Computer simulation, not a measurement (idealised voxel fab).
process module | voxel double patterning
cross-section cut | 235 nm wide | cells 5 nm
A cross-section is a grid of square cells, given in bands from the top down. A band is one or more rows of cells.
Each band's line starts with the height of the band's top and of its bottom, in nm. Then come its materials from left to right, each with its width in nm. One material with "throughout" fills the band from edge to edge. "air" is empty space.
Height 0 is the level under which the wafer as received is all one material. The lowest band goes on downwards, as in "0 down".
A width such as "30 to 40" changes by the same amount from each row of cells to the next, from the band's top row to its bottom row.
"no change" after a step means that no cell of the cross-section changed.
closed voids: empty space of 8 cells or more with no open way to the top, each as width x height at its distance from the left edge, in nm
after a step's settings: what the simulator itself notes on the step
overlay nm, on a step with a mask: how far to the right of its planned place the mask lay; to the left if negative
plan
1 op RECEIVE | material Si
2 op CONFORMAL_DEP | material SiO2 | thk nm 10
3 op DIRECTIONAL_DEP | material W | thk nm 15
4 op DIRECTIONAL_DEP | material SiN | thk nm 5
5 op PATTERN | tone open | mask id FIRST | material resist | width nm 15 | pitch nm 50 | thk nm 20 | overlay nm 0
6 op DIRECTIONAL_ETCH | etch materials SiN | depth nm 5
7 op STRIP | etch materials resist
8 op MASKED_ETCH | tone open | mask id SECOND | width nm 15 | etch materials SiN | depth nm 5 | overlay nm 0
9 op DIRECTIONAL_ETCH | etch materials W | depth nm 15
10 op STRIP | etch materials SiN
first wafer, as planned
as received, after step 1
  0 down: Si throughout
  closed voids: none
after step 2
  10 to 0: SiO2 throughout
  below 0: unchanged
after step 3
  25 to 10: W throughout
  below 10: unchanged
after step 4
  30 to 25: SiN throughout
  below 25: unchanged
after step 5
  50 to 30: resist 85 | air 15 | resist 35 | air 15 | resist 85
  below 30: unchanged
after step 6
  50 to 30: resist 85 | air 15 | resist 35 | air 15 | resist 85
  30 to 25: SiN 85 | air 15 | SiN 35 | air 15 | SiN 85
  below 25: unchanged
after step 7
  30 to 25: SiN 85 | air 15 | SiN 35 | air 15 | SiN 85
  below 25: unchanged
after step 8
  30 to 25: SiN 85 | air 15 | SiN 10 | air 15 | SiN 10 | air 15 | SiN 85
  below 25: unchanged
after step 9
  30 to 25: SiN 85 | air 15 | SiN 10 | air 15 | SiN 10 | air 15 | SiN 85
  25 to 10: W 85 | air 15 | W 10 | air 15 | W 10 | air 15 | W 85
  below 10: unchanged
after step 10
  25 to 10: W 85 | air 15 | W 10 | air 15 | W 10 | air 15 | W 85
  below 10: unchanged
second wafer: like start, like plan, one mistake. Through step 1 it matches the first wafer
when step 2 should have ended: no change
when step 3 should have ended
  15 to 0: W throughout
  below 0: unchanged
when step 4 should have ended
  20 to 15: SiN throughout
  below 15: unchanged
when step 5 should have ended
  40 to 20: resist 85 | air 15 | resist 35 | air 15 | resist 85
  below 20: unchanged
when step 6 should have ended
  40 to 20: resist 85 | air 15 | resist 35 | air 15 | resist 85
  20 to 15: SiN 85 | air 15 | SiN 35 | air 15 | SiN 85
  below 15: unchanged
when step 7 should have ended
  20 to 15: SiN 85 | air 15 | SiN 35 | air 15 | SiN 85
  below 15: unchanged
when step 8 should have ended
  20 to 15: SiN 85 | air 15 | SiN 10 | air 15 | SiN 10 | air 15 | SiN 85
  below 15: unchanged
when step 9 should have ended
  20 to 15: SiN 85 | air 15 | SiN 10 | air 15 | SiN 10 | air 15 | SiN 85
  15 to 0: W 85 | air 15 | W 10 | air 15 | W 10 | air 15 | W 85
  below 0: unchanged
when step 10 should have ended
  15 to 0: W 85 | air 15 | W 10 | air 15 | W 10 | air 15 | W 85
  below 0: unchanged
what went wrong: step 2 was left out
at the end the second wafer has, in cells: 94 fewer of SiO2
